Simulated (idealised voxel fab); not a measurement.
Module name: voxel double patterning (process module)
Cross-section cut: width 240 nm, square cells of 5 nm.
A cross-section in this document is a grid of square cells, and it is written down as bands, the top band listed before the ones below it; a band is made up of one or more rows of cells. The band entry comprises the height of the band's top followed by the height of its bottom, expressed in nm, and subsequently the band's materials from left to right, each stated together with its width in nm. Where a single material is marked with the word "throughout", that material fills the band from edge to edge. The word "empty" represents empty space. Basically, 0 is our baseline, since under it the wafer straight out of the box is all one material. The bottom band has no lower end and keeps on going down, so it looks like "0 down". It should be noted that a width expressed as "30 to 40" varies in equal increments from row to row of cells within the band, taking the value of the first number at the top row and that of the second number at the bottom row. "nothing got changed" after a step means that no cell of the cross-section changed. The entry titled "Fully closed voids" provides the empty spaces that have no open way to the top, restricted to those of 8 cells or more. Each is presented as width x height at distance, the distance being measured from the left edge, with all three in nm. Where a step's line continues beyond its settings, the continuation is a remark by the simulator itself on that step. The optional step-line setting "overlay nm" applies to steps with a mask and quantifies how far to the right of its planned location the mask lay, a negative value indicating leftward placement.

### List of planned process steps
| 1 | RECEIVE | material Si |
| 2 | CONFORMAL_DEP | material SiO2 | thk nm 5 |
| 3 | DIRECTIONAL_DEP | material polySi | thk nm 15 |
| 4 | DIRECTIONAL_DEP | material SiCN | thk nm 5 |
| 5 | MASKED_ETCH | tone open | mask id FIRST | width nm 15 | pitch nm 50 | etch materials SiCN | depth nm 5 | overlay nm 0 |
| 6 | DIRECTIONAL_DEP | material aC | thk nm 10 |
| 7 | PATTERN | tone open | mask id SECOND | material resist | width nm 15 | pitch nm 50 | thk nm 25 | overlay nm 0 |
| 8 | DIRECTIONAL_ETCH | etch materials aC | depth nm 10 |
| 9 | STRIP | etch materials resist |
| 10 | DIRECTIONAL_ETCH | etch materials SiCN | depth nm 5 |
| 11 | STRIP | etch materials aC |
| 12 | DIRECTIONAL_ETCH | etch materials polySi | depth nm 15 |
| 13 | STRIP | etch materials SiCN |

### First out of two wafers; run went to plan

### As-received wafer cross-section (after step 1)
- 0 down = Si throughout
- Fully closed voids: none

### Cross-section of the wafer after step 2
- 5 to 0 = SiO2 throughout
- All layers under 0 are left as they were.

### Cross-section of the wafer after step 3
- 20 to 5 = polySi throughout
- All layers under 5 are left as they were.

### Cross-section of the wafer after step 4
- 25 to 20 = SiCN throughout
- All layers under 20 are left as they were.

### Cross-section of the wafer after step 5
- 25 to 20 = SiCN 60 nm, empty 15 nm, SiCN 35 nm, empty 15 nm, SiCN 35 nm, empty 15 nm, SiCN 65 nm
- All layers under 20 are left as they were.

### Cross-section of the wafer after step 6
- 35 to 30 = aC 60 nm, empty 15 nm, aC 35 nm, empty 15 nm, aC 35 nm, empty 15 nm, aC 65 nm
- 30 to 25 = aC throughout
- 25 to 20 = SiCN 60 nm, aC 15 nm, SiCN 35 nm, aC 15 nm, SiCN 35 nm, aC 15 nm, SiCN 65 nm
- All layers under 20 are left as they were.

### Cross-section of the wafer after step 7
- 60 to 35 = resist 85 nm, empty 15 nm, resist 35 nm, empty 15 nm, resist 90 nm
- 35 to 30 = aC 60 nm, resist 15 nm, aC 35 nm, resist 15 nm, aC 35 nm, resist 15 nm, aC 65 nm
- All layers under 30 are left as they were.

### Cross-section of the wafer after step 8
- 50 to 35 = resist 85 nm, empty 15 nm, resist 35 nm, empty 15 nm, resist 90 nm
- 35 to 30 = aC 60 nm, resist 15 nm, aC 10 nm, empty 15 nm, aC 10 nm, resist 15 nm, aC 10 nm, empty 15 nm, aC 10 nm, resist 15 nm, aC 65 nm
- 30 to 25 = aC 85 nm, empty 15 nm, aC 35 nm, empty 15 nm, aC 90 nm
- All layers under 25 are left as they were.

### Cross-section of the wafer after step 9
- 35 to 30 = aC 60 nm, empty 15 nm, aC 10 nm, empty 15 nm, aC 10 nm, empty 15 nm, aC 10 nm, empty 15 nm, aC 10 nm, empty 15 nm, aC 65 nm
- All layers under 30 are left as they were.

### Cross-section of the wafer after step 10
- 35 to 30 = aC 60 nm, empty 15 nm, aC 10 nm, empty 15 nm, aC 10 nm, empty 15 nm, aC 10 nm, empty 15 nm, aC 10 nm, empty 15 nm, aC 65 nm
- 30 to 25 = aC 85 nm, empty 15 nm, aC 35 nm, empty 15 nm, aC 90 nm
- 25 to 20 = SiCN 60 nm, aC 15 nm, SiCN 10 nm, empty 15 nm, SiCN 10 nm, aC 15 nm, SiCN 10 nm, empty 15 nm, SiCN 10 nm, aC 15 nm, SiCN 65 nm
- All layers under 20 are left as they were.

### Cross-section of the wafer after step 11
- 25 to 20 = SiCN 60 nm, empty 15 nm, SiCN 10 nm, empty 15 nm, SiCN 10 nm, empty 15 nm, SiCN 10 nm, empty 15 nm, SiCN 10 nm, empty 15 nm, SiCN 65 nm
- All layers under 20 are left as they were.

### Cross-section of the wafer after step 12
- 25 to 20 = SiCN 60 nm, empty 15 nm, SiCN 10 nm, empty 15 nm, SiCN 10 nm, empty 15 nm, SiCN 10 nm, empty 15 nm, SiCN 10 nm, empty 15 nm, SiCN 65 nm
- 20 to 5 = polySi 60 nm, empty 15 nm, polySi 10 nm, empty 15 nm, polySi 10 nm, empty 15 nm, polySi 10 nm, empty 15 nm, polySi 10 nm, empty 15 nm, polySi 65 nm
- All layers under 5 are left as they were.

### Cross-section of the wafer after step 13
- 20 to 5 = polySi 60 nm, empty 15 nm, polySi 10 nm, empty 15 nm, polySi 10 nm, empty 15 nm, polySi 10 nm, empty 15 nm, polySi 10 nm, empty 15 nm, polySi 65 nm
- All layers under 5 are left as they were.

### Second wafer - shared start and plan with the first - one error in running - same as the first up to step 2 inclusive

### Second wafer, sectioned view, at step 3's planned end time
- 15 to 5 = polySi throughout
- All layers under 5 are left as they were.

### Second wafer, sectioned view, at step 4's planned end time
- 20 to 15 = SiCN throughout
- All layers under 15 are left as they were.

### Second wafer, sectioned view, at step 5's planned end time
- 20 to 15 = SiCN 60 nm, empty 15 nm, SiCN 35 nm, empty 15 nm, SiCN 35 nm, empty 15 nm, SiCN 65 nm
- All layers under 15 are left as they were.

### Second wafer, sectioned view, at step 6's planned end time
- 30 to 25 = aC 60 nm, empty 15 nm, aC 35 nm, empty 15 nm, aC 35 nm, empty 15 nm, aC 65 nm
- 25 to 20 = aC throughout
- 20 to 15 = SiCN 60 nm, aC 15 nm, SiCN 35 nm, aC 15 nm, SiCN 35 nm, aC 15 nm, SiCN 65 nm
- All layers under 15 are left as they were.

### Second wafer, sectioned view, at step 7's planned end time
- 55 to 30 = resist 85 nm, empty 15 nm, resist 35 nm, empty 15 nm, resist 90 nm
- 30 to 25 = aC 60 nm, resist 15 nm, aC 35 nm, resist 15 nm, aC 35 nm, resist 15 nm, aC 65 nm
- All layers under 25 are left as they were.

### Second wafer, sectioned view, at step 8's planned end time
- 45 to 30 = resist 85 nm, empty 15 nm, resist 35 nm, empty 15 nm, resist 90 nm
- 30 to 25 = aC 60 nm, resist 15 nm, aC 10 nm, empty 15 nm, aC 10 nm, resist 15 nm, aC 10 nm, empty 15 nm, aC 10 nm, resist 15 nm, aC 65 nm
- 25 to 20 = aC 85 nm, empty 15 nm, aC 35 nm, empty 15 nm, aC 90 nm
- All layers under 20 are left as they were.

### Second wafer, sectioned view, at step 9's planned end time
- 30 to 25 = aC 60 nm, empty 15 nm, aC 10 nm, empty 15 nm, aC 10 nm, empty 15 nm, aC 10 nm, empty 15 nm, aC 10 nm, empty 15 nm, aC 65 nm
- All layers under 25 are left as they were.

### Second wafer, sectioned view, at step 10's planned end time
- 30 to 25 = aC 60 nm, empty 15 nm, aC 10 nm, empty 15 nm, aC 10 nm, empty 15 nm, aC 10 nm, empty 15 nm, aC 10 nm, empty 15 nm, aC 65 nm
- 25 to 20 = aC 85 nm, empty 15 nm, aC 35 nm, empty 15 nm, aC 90 nm
- 20 to 15 = SiCN 60 nm, aC 15 nm, SiCN 10 nm, empty 15 nm, SiCN 10 nm, aC 15 nm, SiCN 10 nm, empty 15 nm, SiCN 10 nm, aC 15 nm, SiCN 65 nm
- All layers under 15 are left as they were.

### Second wafer, sectioned view, at step 11's planned end time
- 20 to 15 = SiCN 60 nm, empty 15 nm, SiCN 10 nm, empty 15 nm, SiCN 10 nm, empty 15 nm, SiCN 10 nm, empty 15 nm, SiCN 10 nm, empty 15 nm, SiCN 65 nm
- All layers under 15 are left as they were.

### Second wafer, sectioned view, at step 12's planned end time
- 20 to 15 = SiCN 60 nm, empty 15 nm, SiCN 10 nm, empty 15 nm, SiCN 10 nm, empty 15 nm, SiCN 10 nm, empty 15 nm, SiCN 10 nm, empty 15 nm, SiCN 65 nm
- 15 to 5 = polySi 60 nm, empty 15 nm, polySi 10 nm, empty 15 nm, polySi 10 nm, empty 15 nm, polySi 10 nm, empty 15 nm, polySi 10 nm, empty 15 nm, polySi 65 nm
- All layers under 5 are left as they were.

### Second wafer, sectioned view, at step 13's planned end time
- 15 to 5 = polySi 60 nm, empty 15 nm, polySi 10 nm, empty 15 nm, polySi 10 nm, empty 15 nm, polySi 10 nm, empty 15 nm, polySi 10 nm, empty 15 nm, polySi 65 nm
- All layers under 5 are left as they were.
Against the plan, the run slipped here: step 3 ran differently from the plan; actual operation with settings: DIRECTIONAL_DEP | material polySi | thk nm 10
Wafer comparison, final, in cells, second relative to first, materials more or fewer: polySi: 33 fewer
